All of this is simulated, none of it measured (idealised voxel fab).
Presented below is a process module, voxel ribs on slabs.
Square cell edge 5 nm, section width 220 nm, ID cut.
Heads up, the way a cross-section reads in here is a grid of square cells, handed over as bands from the top down, with every band being one or more rows of cells. Heads up on the band format: heights come first, top then bottom, in nm. After that it's the materials left to right, each with its width in nm. A single material flagged "edge to edge" fills the whole band edge to edge, and "blank" means there's empty space there. Heights from 0 (as-received wafer is one material below). Bottom band endless downward, as "0..down". Note: "30->40" means the width goes from the first number (top row of the band) to the second number (bottom row) in equal steps per row of cells. Where a step carries "remained unchanged", the cross-section came out of it unchanged, cell for cell. "Enclosed void listing" means: voids of 8 cells or more that are shut off from the top with no open way through. Written width x height at distance, distance from the left edge, in nm. If you see something after the settings on a step's line, that's the simulator's own remark about that step. On any step carrying a mask, the "overlay nm" setting, if present on the step's line, tells how far right of its planned place the mask lay; negative values point to the left.

## Here's what the planned process steps look like
1 RECEIVE,material Si
2 DIRECTIONAL_DEP,material SiO2,thk nm 20
3 DIRECTIONAL_DEP,material polySi,thk nm 25
4 MASKED_ETCH,tone cover,mask id RIB,width nm 20,etch materials polySi,depth nm 15,overlay nm 0
5 PATTERN,tone cover,mask id SLAB,material resist,width nm 50,thk nm 20,overlay nm 0
6 DIRECTIONAL_ETCH,etch materials polySi,depth nm 10
7 STRIP,etch materials resist
8 FILL_DEP,material SiO2,thk nm 20
9 CMP,height nm 60
10 DIRECTIONAL_DEP,material W,thk nm 5
11 PATTERN,tone cover,mask id HEATER,material resist,width nm 30,thk nm 20,overlay nm 0
12 DIRECTIONAL_ETCH,etch materials W,depth nm 5
13 STRIP,etch materials resist
14 CONFORMAL_DEP,material SiN,thk nm 5

## So this is the incoming wafer in cross-section - it's already been through step 1
> 0..down = Si edge to edge
> Enclosed void listing: none

## Cross-section, first of two wafers, end of module, run as planned
> 70..65 = 90 blank, 40 SiN, 90 blank
> 65..60 = 95 SiN, 30 W, 95 SiN
> 60..45 = SiO2 edge to edge
> 45..30 = 100 SiO2, 20 polySi, 100 SiO2
> 30..20 = 85 SiO2, 50 polySi, 85 SiO2
> 20..0 = SiO2 edge to edge
> 0..down = Si edge to edge
> Enclosed void listing: none

## So this is wafer number two of the two, cut at the end of the module - it started where the first did and had the same plan, we just got one thing wrong running it
> 70..65 = 95 blank, 35 SiN, 90 blank
> 65..60 = 100 SiN, 25 W, 95 SiN
> 60..45 = SiO2 edge to edge
> 45..30 = 100 SiO2, 20 polySi, 100 SiO2
> 30..20 = 85 SiO2, 50 polySi, 85 SiO2
> 20..0 = SiO2 edge to edge
> 0..down = Si edge to edge
> Enclosed void listing: none
Deviation from plan: for step 11, the planned setting was not used; the step was instead run as PATTERN,tone cover,mask id HEATER,material resist,width nm 25,thk nm 20,overlay nm 0
Once processing is complete, comparing cell counts shows that the second wafer has more or fewer of certain materials than the first: -1 W
